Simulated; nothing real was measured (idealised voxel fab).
Process module, titled voxel self aligned vias
The cross-section on display is named cut; it measures 235 nm wide, and its cells are 5 nm squares.
This document writes a cross-section as a grid whose cells are square, and gives it as bands, listed from the top down; one or more rows of cells form a band. Per band: top height and bottom height in nm, followed by the left-to-right materials and their widths in nm; "full width" marks a single material spanning edge to edge, "empty" marks empty space. The reference from which all heights are counted is 0, the level beneath which the as-received wafer is entirely one material; the lowest band, having no lower bound, proceeds downward and is written after the example "from 0 down". With a width like "30->40", each row of cells in the band differs from the next by the same amount, the top row carrying the first number and the bottom row the second. A step reported as "remained unchanged" is a step in which no cell of the cross-section changed. What "Enclosed empty spaces" gives you is every empty space of 8 cells or more that is cut off from the top. Each appears as width x height at distance, with the distance taken from the left edge and width, height and distance all in nm. On each step's line, the part that comes after the settings is the simulator's own comment on the step. Steps that use a mask can have "overlay nm" on their line. It says how far the mask sat to the right of where it was meant to be. Negative means to the left.

The planned process steps are enumerated hereunder
1. RECEIVE,material Si
2. CONFORMAL_DEP,material SiO2,thk nm 15
3. CONFORMAL_DEP,material SiCN,thk nm 5
4. DIRECTIONAL_DEP,material SiO2,thk nm 30
5. DIRECTIONAL_DEP,material aC,thk nm 15
6. PATTERN,tone open,mask id LINES,material resist,width nm 25,pitch nm 60,thk nm 30,overlay nm 0
7. DIRECTIONAL_ETCH,etch materials aC,depth nm 15
8. STRIP,etch materials resist
9. DIRECTIONAL_ETCH,etch materials SiO2,depth nm 30
10. STRIP,etch materials aC
11. CONFORMAL_DEP,material TiN,thk nm 5
12. FILL_DEP,material W,thk nm 10
13. CMP,height nm 50
14. SELECTIVE_ETCH,etch materials W Ru TiN,depth nm 10
15. FILL_DEP,material SiN,thk nm 10
16. CMP,height nm 50
17. DIRECTIONAL_DEP,material SiO2,thk nm 15
18. MASKED_ETCH,tone open,mask id VIAS,width nm 35,etch materials SiO2,depth nm 15,overlay nm 0
19. MASKED_ETCH,tone open,mask id VIAS,width nm 45,etch materials SiN,depth nm 10,overlay nm 0
20. CONFORMAL_DEP,material TiN,thk nm 5
21. FILL_DEP,material Ru,thk nm 5
22. CMP,height nm 65
23. CONFORMAL_DEP,material SiN,thk nm 5
The wafers are alike at the start. At step 18, their width nm differs. The plan lists the first wafer's value.

So this is the first of several wafers, cross-sectioned as it came to us, meaning it's at the end of step 1
	from 0 down = Si full width
	Enclosed empty spaces: none

First of several wafers, sectioned at end of module (last step: step 23)
	from 70 to 65 = SiN full width
	from 65 to 55 = SiO2 (70) / TiN (5) / Ru (25) / TiN (5) / SiO2 (130)
	from 55 to 50 = SiO2 (70) / TiN (10) / Ru (15) / TiN (10) / SiO2 (130)
	from 50 to 45 = SiO2 (75) / TiN (5) / Ru (15) / TiN (5) / SiO2 (35) / SiN (25) / SiO2 (75)
	from 45 to 40 = SiO2 (75) / TiN (25) / SiO2 (35) / SiN (25) / SiO2 (75)
	from 40 to 25 = SiO2 (75) / TiN (5) / W (15) / TiN (5) / SiO2 (35) / TiN (5) / W (15) / TiN (5) / SiO2 (75)
	from 25 to 20 = SiO2 (75) / TiN (25) / SiO2 (35) / TiN (25) / SiO2 (75)
	from 20 to 15 = SiCN full width
	from 15 to 0 = SiO2 full width
	from 0 down = Si full width
	Enclosed empty spaces: none

Last wafer, end of module, cross-section
	from 70 to 65 = SiN full width
	from 65 to 55 = SiO2 (60) / TiN (5) / Ru (50) / TiN (5) / SiO2 (115)
	from 55 to 50 = SiO2 (60) / TiN (20) / Ru (15) / TiN (25) / SiO2 (115)
	from 50 to 45 = SiO2 (75) / TiN (5) / Ru (15) / TiN (5) / SiO2 (35) / SiN (25) / SiO2 (75)
	from 45 to 40 = SiO2 (75) / TiN (25) / SiO2 (35) / SiN (25) / SiO2 (75)
	from 40 to 25 = SiO2 (75) / TiN (5) / W (15) / TiN (5) / SiO2 (35) / TiN (5) / W (15) / TiN (5) / SiO2 (75)
	from 25 to 20 = SiO2 (75) / TiN (25) / SiO2 (35) / TiN (25) / SiO2 (75)
	from 20 to 15 = SiCN full width
	from 15 to 0 = SiO2 full width
	from 0 down = Si full width
	Enclosed empty spaces: none

Here is how to read the rows: every wafer has a row, and it shows the wafer at the end of the module, giving for each material how many cells were gained (+) or lost (-) since the wafer was received, then listing its closed voids
width nm 35; +16 Ru; +47 SiCN; +57 SiN; +483 SiO2; +37 TiN; +18 W; Enclosed empty spaces: none
width nm 40; +18 Ru; +47 SiCN; +57 SiN; +480 SiO2; +38 TiN; +18 W; Enclosed empty spaces: none
width nm 45; +20 Ru; +47 SiCN; +57 SiN; +477 SiO2; +39 TiN; +18 W; Enclosed empty spaces: none
width nm 50; +22 Ru; +47 SiCN; +57 SiN; +474 SiO2; +40 TiN; +18 W; Enclosed empty spaces: none
width nm 55; +24 Ru; +47 SiCN; +57 SiN; +471 SiO2; +41 TiN; +18 W; Enclosed empty spaces: none
width nm 60; +26 Ru; +47 SiCN; +57 SiN; +468 SiO2; +42 TiN; +18 W; Enclosed empty spaces: none
